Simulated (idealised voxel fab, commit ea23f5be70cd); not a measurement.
voxel gate over fins: a process module
FYI the section here is cut, 280 nm wide, cells are 5 nm squares.
When this document writes out a cross-section, it uses a grid of square cells and lists it as bands, beginning at the top and moving down, with a band standing for one or more rows of cells.
Read a band's entry like this: the first values are the height of its top and the height of its bottom in nm, and what follows is the sequence of materials from left to right, each with its width in nm. Note that "air" is empty space, and that a single material marked "full width" reaches across the band from edge to edge.
A quick word on heights: they are counted from 0, and under that level the wafer as it came to us is one material throughout. The lowest band is different from the rest in having no bottom; it simply continues downward, written as in "0 down".
Width: "30..40" (first number = top row, second number = bottom row, same change from row to row of cells).
"left unchanged", as given for a step, is the statement that not any cell of the cross-section underwent a change during that step.
Reported under the label "closed voids" are the empty spaces having no open way to the top and comprising 8 cells or more; the notation for each is width x height at distance, in which the distance is measured from the left edge and all three values are in nm.
Heads up: the bit after the settings on a step's line is the simulator's remark on that step.
On any step carrying a mask, the "overlay nm" setting, if present on the step's line, tells how far right of its planned place the mask lay; negative values point to the left.
## Below is the list of planned process steps
1 RECEIVE with material Si
2 CONFORMAL_DEP with material SiN, thk nm 10
3 PATTERN with tone cover, mask id FINS, material resist, width nm 15, pitch nm 40, thk nm 20, overlay nm 0
4 DIRECTIONAL_ETCH with etch materials SiN, depth nm 10
5 DIRECTIONAL_ETCH with etch materials Si, depth nm 40
6 STRIP with etch materials resist
7 FILL_DEP with material SiO2, thk nm 15
8 CMP with height nm 10
9 SELECTIVE_ETCH with etch materials SiO2, depth nm 20
10 STRIP with etch materials SiN
11 CONFORMAL_DEP with material HfO2, thk nm 5
12 CONFORMAL_DEP with material TiN, thk nm 5
13 FILL_DEP with material W, thk nm 10
14 CMP with height nm 15
15 CONFORMAL_DEP with material SiCN, thk nm 10
## Step 1 complete: cross-section of the wafer as received
> 0 down = Si full width
> closed voids: none
## As-planned run: cross-section of the first of two wafers at end of module
> 25 to 15 = SiCN full width
> 15 to 10 = W full width
> 10 to 5 = 100 of W / 35 of TiN / 5 of W / 35 of TiN / 105 of W
> 5 to 0 = 100 of W / 5 of TiN / 25 of HfO2 / 5 of TiN / 5 of W / 5 of TiN / 25 of HfO2 / 5 of TiN / 105 of W
> 0 to -5 = 105 of TiN / 5 of HfO2 / 15 of Si / 5 of HfO2 / 15 of TiN / 5 of HfO2 / 15 of Si / 5 of HfO2 / 110 of TiN
> -5 to -10 = 110 of HfO2 / 15 of Si / 25 of HfO2 / 15 of Si / 115 of HfO2
> -10 to -40 = 110 of SiO2 / 15 of Si / 25 of SiO2 / 15 of Si / 115 of SiO2
> -40 down = Si full width
> closed voids: none
## This is the second of the two wafers, cross-sectioned at the end of the module; it started exactly like the first and was given the same plan, but it was run with one mistake
> 25 to 15 = SiCN full width
> 15 to 10 = W full width
> 10 to 5 = 100 of W / 35 of TiN / 5 of W / 35 of TiN / 105 of W
> 5 to 0 = 100 of W / 5 of TiN / 25 of HfO2 / 5 of TiN / 5 of W / 5 of TiN / 25 of HfO2 / 5 of TiN / 105 of W
> 0 to -20 = 100 of W / 5 of TiN / 5 of HfO2 / 15 of Si / 5 of HfO2 / 5 of TiN / 5 of W / 5 of TiN / 5 of HfO2 / 15 of Si / 5 of HfO2 / 5 of TiN / 105 of W
> -20 to -25 = 105 of TiN / 5 of HfO2 / 15 of Si / 5 of HfO2 / 15 of TiN / 5 of HfO2 / 15 of Si / 5 of HfO2 / 110 of TiN
> -25 to -30 = 110 of HfO2 / 15 of Si / 25 of HfO2 / 15 of Si / 115 of HfO2
> -30 to -40 = 110 of SiO2 / 15 of Si / 25 of SiO2 / 15 of Si / 115 of SiO2
> -40 down = Si full width
> closed voids: none
Finding, execution versus plan: plan step 9 was conducted twice
Final comparison by cell count, materials where the second wafer has more or fewer than the first: +16 HfO2 | -200 SiO2 | +16 TiN | +168 W
